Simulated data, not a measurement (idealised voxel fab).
Presented below is a process module, voxel capacitor over wiring.
Each square cell in cross-section cut measures 5 nm, and the section as a whole is 190 nm wide.
This document writes a cross-section as a grid whose cells are square, and gives it as bands, listed from the top down; one or more rows of cells form a band.
First you get the band's top height and its bottom height, in nm, and then the materials it's made of, left to right, with each width in nm. If you see a single material with "all across", that one covers the band edge to edge. "empty" is empty space.
All heights in this document are referenced to 0, defined as the level beneath which the wafer, as received, consists entirely of one material. The lowest band is not bounded below; it extends indefinitely downward and is written in the form "0 nm and below".
Read "30..40" as a graded width: first number on top, second number at the bottom, same change between each pair of neighbouring rows.
Basically "no modification" means that step didn't change any cell in the cross-section.
The label "Closed internal cavities" introduces a list of the empty spaces, 8 cells or larger, that have no open way up to the top; each entry in it reads width x height at distance, where the distance is taken from the left edge and all three are stated in nm.
If you see something after the settings on a step's line, that's the simulator's own remark about that step.
overlay nm, on a step with a mask: how far to the right of its planned place the mask lay; to the left if negative
Set out below are the planned steps of the process
1 RECEIVE,material Si
2 CONFORMAL_DEP,material SiO2,thk nm 10
3 CONFORMAL_DEP,material SiN,thk nm 5
4 DIRECTIONAL_DEP,material SiO2,thk nm 15
5 MASKED_ETCH,tone open,mask id METAL_1,width nm 30,pitch nm 80,etch materials SiO2,depth nm 15,overlay nm 0
6 MASKED_ETCH,tone open,mask id METAL_1,width nm 30,pitch nm 80,etch materials SiN,depth nm 5,overlay nm 0
7 CONFORMAL_DEP,material TiN,thk nm 5
8 FILL_DEP,material Ru,thk nm 10
9 CMP,height nm 30
10 EPI,material Ru,thk nm 5
11 FILL_DEP,material SiCN,thk nm 5
12 DIRECTIONAL_DEP,material SiO2,thk nm 10
13 PATTERN,tone open,mask id PLUG_1,material resist,width nm 15,thk nm 15,overlay nm 0
14 DIRECTIONAL_ETCH,etch materials SiO2,depth nm 10
15 DIRECTIONAL_ETCH,etch materials SiCN,depth nm 5
16 STRIP,etch materials resist
17 CONFORMAL_DEP,material TiN,thk nm 5
18 FILL_DEP,material Cu,thk nm 10
19 CMP,height nm 50
20 DIRECTIONAL_DEP,material TiN,thk nm 5
21 DIRECTIONAL_DEP,material HfO2,thk nm 5
22 DIRECTIONAL_DEP,material TiN,thk nm 5
23 DIRECTIONAL_DEP,material aC,thk nm 10
24 PATTERN,tone cover,mask id UPPER_PLATE,material resist,width nm 55,thk nm 25,overlay nm 0
25 DIRECTIONAL_ETCH,etch materials aC,depth nm 10
26 STRIP,etch materials resist
27 DIRECTIONAL_ETCH,etch materials TiN,depth nm 5
28 DIRECTIONAL_ETCH,etch materials HfO2,depth nm 5
29 STRIP,etch materials aC
30 PATTERN,tone cover,mask id LOWER_PLATE,material resist,width nm 65,thk nm 15,overlay nm 0
31 DIRECTIONAL_ETCH,etch materials TiN,depth nm 5
32 STRIP,etch materials resist
33 FILL_DEP,material SiO2,thk nm 20
34 CMP,height nm 80
35 MASKED_ETCH,tone open,mask id PLUG_2,width nm 15,etch materials SiO2,depth nm 15,overlay nm 0
36 CONFORMAL_DEP,material TiN,thk nm 5
37 FILL_DEP,material W,thk nm 5
38 CMP,height nm 80
39 CONFORMAL_DEP,material SiN,thk nm 5
Every wafer here starts from the same state; it is the step 13 width nm that distinguishes them, and the value the plan gives belongs to the first wafer.
Here's the first of the wafers in cross-section, just as we got it, i.e. after step 1
> 0 nm and below = Si all across
> Closed internal cavities: none
For your reference, the table is organized with a row per wafer; each row reflects the wafer at the end of the module, indicating for each material the cells gained (+) or lost (-) since receipt, and thereafter its closed voids
width nm 15; +2 Cu; +11 HfO2; +40 Ru; +57 SiCN; +64 SiN; +408 SiO2; +62 TiN; +2 W; Closed internal cavities: none
width nm 20; +4 Cu; +11 HfO2; +40 Ru; +56 SiCN; +64 SiN; +406 SiO2; +63 TiN; +2 W; Closed internal cavities: none
width nm 25; +6 Cu; +11 HfO2; +40 Ru; +55 SiCN; +64 SiN; +404 SiO2; +64 TiN; +2 W; Closed internal cavities: none
width nm 30; +8 Cu; +11 HfO2; +40 Ru; +54 SiCN; +64 SiN; +402 SiO2; +65 TiN; +2 W; Closed internal cavities: none
